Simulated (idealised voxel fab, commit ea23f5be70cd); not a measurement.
Title: Process Module voxel gate over fins
Square cell edge 5 nm, section width 240 nm, ID cut.
A cross-section in this document is a grid of square cells, and it is written down as bands, the top band listed before the ones below it; a band is made up of one or more rows of cells. Quick guide to a band line: top height, bottom height (nm) up front; then every material left to right with its width in nm. Only one material and it's marked "full width"? Then it fills the band edge to edge. And "blank" just means empty space. Where do heights start? At 0: under that level the wafer as delivered is made of one material only. And the lowest band has no floor; it just carries on downward, as in "0..down". Top row gets the first number, bottom row gets the second, and each row in between changes by the same step: that is how a band width like "30 to 40" works. A step reported as "no change" is a step in which no cell of the cross-section changed. In the "Enclosed empty spaces" entry, you get each enclosed empty space of 8 cells or more, one with no open way to the top, written width x height at distance, distance from the left edge, in nm. If you see something after the settings on a step's line, that's the simulator's own remark about that step. You can add "overlay nm" to a step's line. For a step with a mask, it describes how far the mask lay to the right of its planned position, and a negative number describes a lay to the left.

## Planned process steps
step 1: op RECEIVE | material Si
step 2: op CONFORMAL_DEP | material SiN | thk nm 10
step 3: op MASKED_ETCH | tone cover | mask id FINS | width nm 15 | pitch nm 55 | etch materials SiN | depth nm 10 | overlay nm 0
step 4: op MASKED_ETCH | tone cover | mask id FINS | width nm 15 | pitch nm 55 | etch materials Si | depth nm 30 | overlay nm 0
step 5: op FILL_DEP | material SiO2 | thk nm 10
step 6: op CMP | height nm 10
step 7: op PATTERN | tone open | mask id RAIL | material resist | width nm 15 | thk nm 20 | overlay nm 0
step 8: op DIRECTIONAL_ETCH | etch materials SiO2 | depth nm 35
step 9: op STRIP | etch materials resist
step 10: op CONFORMAL_DEP | material TiN | thk nm 5
step 11: op FILL_DEP | material Ru | thk nm 5
step 12: op CMP | height nm 10
step 13: op SELECTIVE_ETCH | etch materials W Ru TiN | depth nm 30
step 14: op FILL_DEP | material SiO2 | thk nm 5
step 15: op CMP | height nm 10
step 16: op SELECTIVE_ETCH | etch materials SiO2 | depth nm 20
step 17: op STRIP | etch materials SiN
step 18: op CONFORMAL_DEP | material HfO2 | thk nm 5
step 19: op CONFORMAL_DEP | material TiN | thk nm 5
step 20: op FILL_DEP | material W | thk nm 10
step 21: op CMP | height nm 15
step 22: op CONFORMAL_DEP | material SiCN | thk nm 10

## First of two wafers, processed according to plan

## This is the cross-section of the wafer as we received it, i.e. after step 1
> 0..down: Si full width
> Enclosed empty spaces: none

## State of the wafer after step 2, shown in cross-section
> 10..0: SiN full width
> Below 0 it's all the same as before, nothing changed down there.

## State of the wafer after step 3, shown in cross-section
> 10..0: blank 55, then SiN 15, then blank 40, then SiN 15, then blank 40, then SiN 15, then blank 60
> Below 0 it's all the same as before, nothing changed down there.

## State of the wafer after step 4, shown in cross-section
> 10..0: blank 55, then SiN 15, then blank 40, then SiN 15, then blank 40, then SiN 15, then blank 60
> 0..-30: blank 55, then Si 15, then blank 40, then Si 15, then blank 40, then Si 15, then blank 60
> Below -30 it's all the same as before, nothing changed down there.

## State of the wafer after step 5, shown in cross-section
> 20..10: SiO2 full width
> 10..0: SiO2 55, then SiN 15, then SiO2 40, then SiN 15, then SiO2 40, then SiN 15, then SiO2 60
> 0..-30: SiO2 55, then Si 15, then SiO2 40, then Si 15, then SiO2 40, then Si 15, then SiO2 60
> Below -30 it's all the same as before, nothing changed down there.

## State of the wafer after step 6, shown in cross-section
> 10..0: SiO2 55, then SiN 15, then SiO2 40, then SiN 15, then SiO2 40, then SiN 15, then SiO2 60
> Below 0 it's all the same as before, nothing changed down there.

## State of the wafer after step 7, shown in cross-section
> 30..10: resist 80, then blank 15, then resist 145
> Below 10 it's all the same as before, nothing changed down there.

## State of the wafer after step 8, shown in cross-section
> 30..10: resist 80, then blank 15, then resist 145
> 10..0: SiO2 55, then SiN 15, then SiO2 10, then blank 15, then SiO2 15, then SiN 15, then SiO2 40, then SiN 15, then SiO2 60
> 0..-25: SiO2 55, then Si 15, then SiO2 10, then blank 15, then SiO2 15, then Si 15, then SiO2 40, then Si 15, then SiO2 60
> Below -25 it's all the same as before, nothing changed down there.

## State of the wafer after step 9, shown in cross-section
> 10..0: SiO2 55, then SiN 15, then SiO2 10, then blank 15, then SiO2 15, then SiN 15, then SiO2 40, then SiN 15, then SiO2 60
> Below 0 it's all the same as before, nothing changed down there.

## State of the wafer after step 10, shown in cross-section
> 15..10: TiN 85, then blank 5, then TiN 150
> 10..0: SiO2 55, then SiN 15, then SiO2 10, then TiN 5, then blank 5, then TiN 5, then SiO2 15, then SiN 15, then SiO2 40, then SiN 15, then SiO2 60
> 0..-20: SiO2 55, then Si 15, then SiO2 10, then TiN 5, then blank 5, then TiN 5, then SiO2 15, then Si 15, then SiO2 40, then Si 15, then SiO2 60
> -20..-25: SiO2 55, then Si 15, then SiO2 10, then TiN 15, then SiO2 15, then Si 15, then SiO2 40, then Si 15, then SiO2 60
> Below -25 it's all the same as before, nothing changed down there.

## State of the wafer after step 11, shown in cross-section
> 20..15: Ru full width
> 15..10: TiN 85, then Ru 5, then TiN 150
> 10..0: SiO2 55, then SiN 15, then SiO2 10, then TiN 5, then Ru 5, then TiN 5, then SiO2 15, then SiN 15, then SiO2 40, then SiN 15, then SiO2 60
> 0..-20: SiO2 55, then Si 15, then SiO2 10, then TiN 5, then Ru 5, then TiN 5, then SiO2 15, then Si 15, then SiO2 40, then Si 15, then SiO2 60
> Below -20 it's all the same as before, nothing changed down there.

## State of the wafer after step 12, shown in cross-section
> 10..0: SiO2 55, then SiN 15, then SiO2 10, then TiN 5, then Ru 5, then TiN 5, then SiO2 15, then SiN 15, then SiO2 40, then SiN 15, then SiO2 60
> Below 0 it's all the same as before, nothing changed down there.

## State of the wafer after step 13, shown in cross-section
> 10..0: SiO2 55, then SiN 15, then SiO2 10, then blank 15, then SiO2 15, then SiN 15, then SiO2 40, then SiN 15, then SiO2 60
> 0..-20: SiO2 55, then Si 15, then SiO2 10, then blank 15, then SiO2 15, then Si 15, then SiO2 40, then Si 15, then SiO2 60
> Below -20 it's all the same as before, nothing changed down there.

## State of the wafer after step 14, shown in cross-section
> 15..10: SiO2 full width
> 10..0: SiO2 55, then SiN 15, then SiO2 40, then SiN 15, then SiO2 40, then SiN 15, then SiO2 60
> 0..-20: SiO2 55, then Si 15, then SiO2 40, then Si 15, then SiO2 40, then Si 15, then SiO2 60
> Below -20 it's all the same as before, nothing changed down there.

## State of the wafer after step 15, shown in cross-section
> 10..0: SiO2 55, then SiN 15, then SiO2 40, then SiN 15, then SiO2 40, then SiN 15, then SiO2 60
> Below 0 it's all the same as before, nothing changed down there.

## State of the wafer after step 16, shown in cross-section
> 10..0: blank 55, then SiN 15, then blank 40, then SiN 15, then blank 40, then SiN 15, then blank 60
> 0..-10: blank 55, then Si 15, then blank 40, then Si 15, then blank 40, then Si 15, then blank 60
> Below -10 it's all the same as before, nothing changed down there.

## State of the wafer after step 17, shown in cross-section
> 0..-10: blank 55, then Si 15, then blank 40, then Si 15, then blank 40, then Si 15, then blank 60
> Below -10 it's all the same as before, nothing changed down there.

## State of the wafer after step 18, shown in cross-section
> 5..0: blank 50, then HfO2 25, then blank 30, then HfO2 25, then blank 30, then HfO2 25, then blank 55
> 0..-5: blank 50, then HfO2 5, then Si 15, then HfO2 5, then blank 30, then HfO2 5, then Si 15, then HfO2 5, then blank 30, then HfO2 5, then Si 15, then HfO2 5, then blank 55
> -5..-10: HfO2 55, then Si 15, then HfO2 40, then Si 15, then HfO2 40, then Si 15, then HfO2 60
> Below -10 it's all the same as before, nothing changed down there.

## State of the wafer after step 19, shown in cross-section
> 10..5: blank 45, then TiN 35, then blank 20, then TiN 35, then blank 20, then TiN 35, then blank 50
> 5..0: blank 45, then TiN 5, then HfO2 25, then TiN 5, then blank 20, then TiN 5, then HfO2 25, then TiN 5, then blank 20, then TiN 5, then HfO2 25, then TiN 5, then blank 50
> 0..-5: TiN 50, then HfO2 5, then Si 15, then HfO2 5, then TiN 30, then HfO2 5, then Si 15, then HfO2 5, then TiN 30, then HfO2 5, then Si 15, then HfO2 5, then TiN 55
> Below -5 it's all the same as before, nothing changed down there.

## State of the wafer after step 20, shown in cross-section
> 20..10: W full width
> 10..5: W 45, then TiN 35, then W 20, then TiN 35, then W 20, then TiN 35, then W 50
> 5..0: W 45, then TiN 5, then HfO2 25, then TiN 5, then W 20, then TiN 5, then HfO2 25, then TiN 5, then W 20, then TiN 5, then HfO2 25, then TiN 5, then W 50
> Below 0 it's all the same as before, nothing changed down there.

## State of the wafer after step 21, shown in cross-section
> 15..10: W full width
> Below 10 it's all the same as before, nothing changed down there.

## State of the wafer after step 22, shown in cross-section
> 25..15: SiCN full width
> Below 15 it's all the same as before, nothing changed down there.

## Second wafer: same start and same plan as the first, one execution error; identical to the first through step 6

## X-section, second wafer, when step 7 was due to finish
> 30..10: resist 70, then blank 15, then resist 155
> Below 10 it's all the same as before, nothing changed down there.

## X-section, second wafer, when step 8 was due to finish
> 30..10: resist 70, then blank 15, then resist 155
> 10..0: SiO2 55, then SiN 15, then blank 15, then SiO2 25, then SiN 15, then SiO2 40, then SiN 15, then SiO2 60
> 0..-25: SiO2 55, then Si 15, then blank 15, then SiO2 25, then Si 15, then SiO2 40, then Si 15, then SiO2 60
> Below -25 it's all the same as before, nothing changed down there.

## X-section, second wafer, when step 9 was due to finish
> 10..0: SiO2 55, then SiN 15, then blank 15, then SiO2 25, then SiN 15, then SiO2 40, then SiN 15, then SiO2 60
> Below 0 it's all the same as before, nothing changed down there.

## X-section, second wafer, when step 10 was due to finish
> 15..10: TiN 75, then blank 5, then TiN 160
> 10..0: SiO2 55, then SiN 15, then TiN 5, then blank 5, then TiN 5, then SiO2 25, then SiN 15, then SiO2 40, then SiN 15, then SiO2 60
> 0..-20: SiO2 55, then Si 15, then TiN 5, then blank 5, then TiN 5, then SiO2 25, then Si 15, then SiO2 40, then Si 15, then SiO2 60
> -20..-25: SiO2 55, then Si 15, then TiN 15, then SiO2 25, then Si 15, then SiO2 40, then Si 15, then SiO2 60
> Below -25 it's all the same as before, nothing changed down there.

## X-section, second wafer, when step 11 was due to finish
> 20..15: Ru full width
> 15..10: TiN 75, then Ru 5, then TiN 160
> 10..0: SiO2 55, then SiN 15, then TiN 5, then Ru 5, then TiN 5, then SiO2 25, then SiN 15, then SiO2 40, then SiN 15, then SiO2 60
> 0..-20: SiO2 55, then Si 15, then TiN 5, then Ru 5, then TiN 5, then SiO2 25, then Si 15, then SiO2 40, then Si 15, then SiO2 60
> Below -20 it's all the same as before, nothing changed down there.

## X-section, second wafer, when step 12 was due to finish
> 10..0: SiO2 55, then SiN 15, then TiN 5, then Ru 5, then TiN 5, then SiO2 25, then SiN 15, then SiO2 40, then SiN 15, then SiO2 60
> Below 0 it's all the same as before, nothing changed down there.

## X-section, second wafer, when step 13 was due to finish
> 10..0: SiO2 55, then SiN 15, then blank 15, then SiO2 25, then SiN 15, then SiO2 40, then SiN 15, then SiO2 60
> 0..-20: SiO2 55, then Si 15, then blank 15, then SiO2 25, then Si 15, then SiO2 40, then Si 15, then SiO2 60
> Below -20 it's all the same as before, nothing changed down there.

## X-section, second wafer, when step 14 was due to finish
> 15..10: SiO2 full width
> 10..0: SiO2 55, then SiN 15, then SiO2 40, then SiN 15, then SiO2 40, then SiN 15, then SiO2 60
> 0..-20: SiO2 55, then Si 15, then SiO2 40, then Si 15, then SiO2 40, then Si 15, then SiO2 60
> Below -20 it's all the same as before, nothing changed down there.

## X-section, second wafer, when step 15 was due to finish
> 10..0: SiO2 55, then SiN 15, then SiO2 40, then SiN 15, then SiO2 40, then SiN 15, then SiO2 60
> Below 0 it's all the same as before, nothing changed down there.

## X-section, second wafer, when step 16 was due to finish
> 10..0: blank 55, then SiN 15, then blank 40, then SiN 15, then blank 40, then SiN 15, then blank 60
> 0..-10: blank 55, then Si 15, then blank 40, then Si 15, then blank 40, then Si 15, then blank 60
> Below -10 it's all the same as before, nothing changed down there.

## X-section, second wafer, when step 17 was due to finish
> 0..-10: blank 55, then Si 15, then blank 40, then Si 15, then blank 40, then Si 15, then blank 60
> Below -10 it's all the same as before, nothing changed down there.

## X-section, second wafer, when step 18 was due to finish
> 5..0: blank 50, then HfO2 25, then blank 30, then HfO2 25, then blank 30, then HfO2 25, then blank 55
> 0..-5: blank 50, then HfO2 5, then Si 15, then HfO2 5, then blank 30, then HfO2 5, then Si 15, then HfO2 5, then blank 30, then HfO2 5, then Si 15, then HfO2 5, then blank 55
> -5..-10: HfO2 55, then Si 15, then HfO2 40, then Si 15, then HfO2 40, then Si 15, then HfO2 60
> Below -10 it's all the same as before, nothing changed down there.

## X-section, second wafer, when step 19 was due to finish
> 10..5: blank 45, then TiN 35, then blank 20, then TiN 35, then blank 20, then TiN 35, then blank 50
> 5..0: blank 45, then TiN 5, then HfO2 25, then TiN 5, then blank 20, then TiN 5, then HfO2 25, then TiN 5, then blank 20, then TiN 5, then HfO2 25, then TiN 5, then blank 50
> 0..-5: TiN 50, then HfO2 5, then Si 15, then HfO2 5, then TiN 30, then HfO2 5, then Si 15, then HfO2 5, then TiN 30, then HfO2 5, then Si 15, then HfO2 5, then TiN 55
> Below -5 it's all the same as before, nothing changed down there.

## X-section, second wafer, when step 20 was due to finish
> 20..10: W full width
> 10..5: W 45, then TiN 35, then W 20, then TiN 35, then W 20, then TiN 35, then W 50
> 5..0: W 45, then TiN 5, then HfO2 25, then TiN 5, then W 20, then TiN 5, then HfO2 25, then TiN 5, then W 20, then TiN 5, then HfO2 25, then TiN 5, then W 50
> Below 0 it's all the same as before, nothing changed down there.

## X-section, second wafer, when step 21 was due to finish
> 15..10: W full width
> Below 10 it's all the same as before, nothing changed down there.

## X-section, second wafer, when step 22 was due to finish
> 25..15: SiCN full width
> Below 15 it's all the same as before, nothing changed down there.
What broke from the plan during processing? step 7 did not happen as planned, as run it was op PATTERN | tone open | mask id RAIL | material resist | width nm 15 | thk nm 20 | overlay nm -10
Final state: per-material cell counts identical on both wafers; locations differ.
